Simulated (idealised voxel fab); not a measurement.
A process module follows: voxel local oxidation.
Shown is cross-section cut, with a width of 205 nm and square cells of size 5 nm.
A cross-section is a grid of square cells, given in bands from the top down. A band is one or more rows of cells. Per band: top height and bottom height in nm, followed by the left-to-right materials and their widths in nm; "full width" marks a single material spanning edge to edge, "empty" marks empty space. All heights in this document are referenced to 0, defined as the level beneath which the wafer, as received, consists entirely of one material. The lowest band is not bounded below; it extends indefinitely downward and is written in the form "from 0 down". The expression "30..40" gives the width at the extremes of the band, the first number at its top row of cells and the second at its bottom row, with the width changing by equal amounts from each row to the next in between. What does "same as before" mean for a step? It means no cell of the cross-section changed in that step. Voids not open to the top, 8 cells minimum: see "Enclosed void inventory". Written width x height at distance; distance is from the left edge; nm. after a step's settings: what the simulator itself notes on the step. "overlay nm", when on a step's line for a step with a mask, measures how far to the right of its planned place the mask lay; a negative measure means to the left.
**The process steps that were planned are listed below**
1: RECEIVE with material Si
2: CONFORMAL_DEP with material SiO2, thk nm 5
3: CONFORMAL_DEP with material SiN, thk nm 15
4: DIRECTIONAL_DEP with material aC, thk nm 10
5: PATTERN with tone cover, mask id ACTIVE, material resist, width nm 90, thk nm 30, overlay nm 0
6: DIRECTIONAL_ETCH with etch materials aC, depth nm 10
7: STRIP with etch materials resist
8: DIRECTIONAL_ETCH with etch materials SiN, depth nm 15
9: STRIP with etch materials aC
10: SELECTIVE_ETCH with etch materials SiO2, depth nm 5
11: OXIDIZE with depth nm 15
12: STRIP with etch materials SiN
**first wafer, as planned**
**Wafer cross-section on receipt, i.e. after step 1**
  from 0 down: Si full width
  Enclosed void inventory: none
**Wafer section view after processing step 2**
  from 5 to 0: SiO2 full width
  Beneath the level 0, the cross-section is identical to its previous state.
**Wafer section view after processing step 3**
  from 20 to 5: SiN full width
  Beneath the level 5, the cross-section is identical to its previous state.
**Wafer section view after processing step 4**
  from 30 to 20: aC full width
  Beneath the level 20, the cross-section is identical to its previous state.
**Wafer section view after processing step 5**
  from 60 to 30: empty (55) | resist (90) | empty (60)
  Beneath the level 30, the cross-section is identical to its previous state.
**Wafer section view after processing step 6**
  from 50 to 30: empty (55) | resist (90) | empty (60)
  from 30 to 20: empty (55) | aC (90) | empty (60)
  Beneath the level 20, the cross-section is identical to its previous state.
**Wafer section view after processing step 7**
  from 30 to 20: empty (55) | aC (90) | empty (60)
  Beneath the level 20, the cross-section is identical to its previous state.
**Wafer section view after processing step 8**
  from 30 to 20: empty (55) | aC (90) | empty (60)
  from 20 to 5: empty (55) | SiN (90) | empty (60)
  Beneath the level 5, the cross-section is identical to its previous state.
**Wafer section view after processing step 9**
  from 20 to 5: empty (55) | SiN (90) | empty (60)
  Beneath the level 5, the cross-section is identical to its previous state.
**Wafer section view after processing step 10**
  from 20 to 5: empty (55) | SiN (90) | empty (60)
  from 5 to 0: empty (60) | SiO2 (80) | empty (65)
  Beneath the level 0, the cross-section is identical to its previous state.
**Wafer section view after processing step 11**
  from 20 to 5: empty (55) | SiN (90) | empty (60)
  from 5 to 0: empty (60) | SiO2 (80) | empty (65)
  from 0 to -15: SiO2 (75) | Si (50) | SiO2 (80)
  Beneath the level -15, the cross-section is identical to its previous state.
**Wafer section view after processing step 12**
  from 5 to 0: empty (60) | SiO2 (80) | empty (65)
  Beneath the level 0, the cross-section is identical to its previous state.
**Second wafer: same start and same plan as the first, one execution error; identical to the first through step 10**
**Second wafer, cross-section, planned end of step 11**
  from 5 to 0: empty (60) | SiO2 (80) | empty (65)
  Beneath the level 0, the cross-section is identical to its previous state.
**Second wafer, cross-section, planned end of step 12**
  from 5 to 0: empty (60) | SiO2 (80) | empty (65)
  from 0 to -15: SiO2 (75) | Si (50) | SiO2 (80)
  Beneath the level -15, the cross-section is identical to its previous state.
The mistake made against the process plan was this: steps 11 and 12 traded places in the executed sequence
The two wafers finish with the same cross-section, and therefore the mistake leaves the computed outcome of this model unchanged.
